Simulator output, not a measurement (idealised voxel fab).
process module | voxel self aligned vias
Section cut is 170 nm wide and gridded with 5 nm square cells.
Cross-sections here: square-cell grids, written as top-down lists of bands, a band being one or more rows of cells.
Heads up on the band format: heights come first, top then bottom, in nm. After that it's the materials left to right, each with its width in nm. A single material flagged "throughout" fills the whole band edge to edge, and "blank" means there's empty space there.
Zero point of the height axis is 0; under it, received wafer = one material. Lowest band: continues down indefinitely, "0 down".
Width "30..40": first value at the band's top row of cells, second value at its bottom row, equal change from row to row.
The cross-section has no changed cell in any step marked "no alterations made".
The entry titled "Closed empty spaces" provides the empty spaces that have no open way to the top, restricted to those of 8 cells or more. Each is presented as width x height at distance, the distance being measured from the left edge, with all three in nm.
Anything after a step's settings on that line? It's the simulator's own note about the step.
You can add "overlay nm" to a step's line. For a step with a mask, it describes how far the mask lay to the right of its planned position, and a negative number describes a lay to the left.

THESE ARE THE STEPS WE PLANNED FOR THE PROCESS
1,RECEIVE, material Si
2,CONFORMAL_DEP, material SiO2, thk nm 15
3,CONFORMAL_DEP, material SiCN, thk nm 5
4,DIRECTIONAL_DEP, material lowk, thk nm 30
5,PATTERN, tone open, mask id LINES, material resist, width nm 25, pitch nm 50, thk nm 20, overlay nm 0
6,DIRECTIONAL_ETCH, etch materials lowk, depth nm 30
7,STRIP, etch materials resist
8,CONFORMAL_DEP, material TiN, thk nm 5
9,FILL_DEP, material W, thk nm 5
10,CMP, height nm 50
11,SELECTIVE_ETCH, etch materials W Ru TiN, depth nm 5
12,FILL_DEP, material SiN, thk nm 5
13,CMP, height nm 50
14,DIRECTIONAL_DEP, material lowk, thk nm 15
15,MASKED_ETCH, tone open, mask id VIAS, width nm 35, pitch nm 100, etch materials lowk, depth nm 15, overlay nm 0
16,MASKED_ETCH, tone open, mask id VIAS, width nm 35, pitch nm 100, etch materials SiN, depth nm 5, overlay nm 0
17,CONFORMAL_DEP, material TiN, thk nm 5
18,FILL_DEP, material W, thk nm 10
19,CMP, height nm 65
20,CONFORMAL_DEP, material SiN, thk nm 5

CROSS-SECTIONAL VIEW OF THE WAFER IN ITS AS-RECEIVED CONDITION, CORRESPONDING TO THE STATE AFTER STEP 1
  0 down  Si throughout
  Closed empty spaces: none

WAFER CROSS-SECTION AT END OF MODULE: START AND PLAN AS SHOWN ABOVE, ONE EXECUTION ERROR
  70 to 65  SiN throughout
  65 to 55  lowk=20; TiN=5; W=20; TiN=5; lowk=70; TiN=5; W=20; TiN=5; lowk=20
  55 to 50  lowk=20; TiN=5; W=15; TiN=10; lowk=70; TiN=5; W=15; TiN=10; lowk=20
  50 to 45  lowk=20; TiN=25; lowk=25; SiN=25; lowk=25; TiN=25; lowk=25
  45 to 25  lowk=20; TiN=5; W=15; TiN=5; lowk=25; TiN=5; W=15; TiN=5; lowk=25; TiN=5; W=15; TiN=5; lowk=25
  25 to 20  lowk=20; TiN=25; lowk=25; TiN=25; lowk=25; TiN=25; lowk=25
  20 to 15  SiCN throughout
  15 to 0  SiO2 throughout
  0 down  Si throughout
  Closed empty spaces: none
Deviation noted in wafer processing: step 15 ran with different settings than intended, the actual operation and settings being MASKED_ETCH, tone open, mask id VIAS, width nm 30, pitch nm 100, etch materials lowk, depth nm 15, overlay nm 0
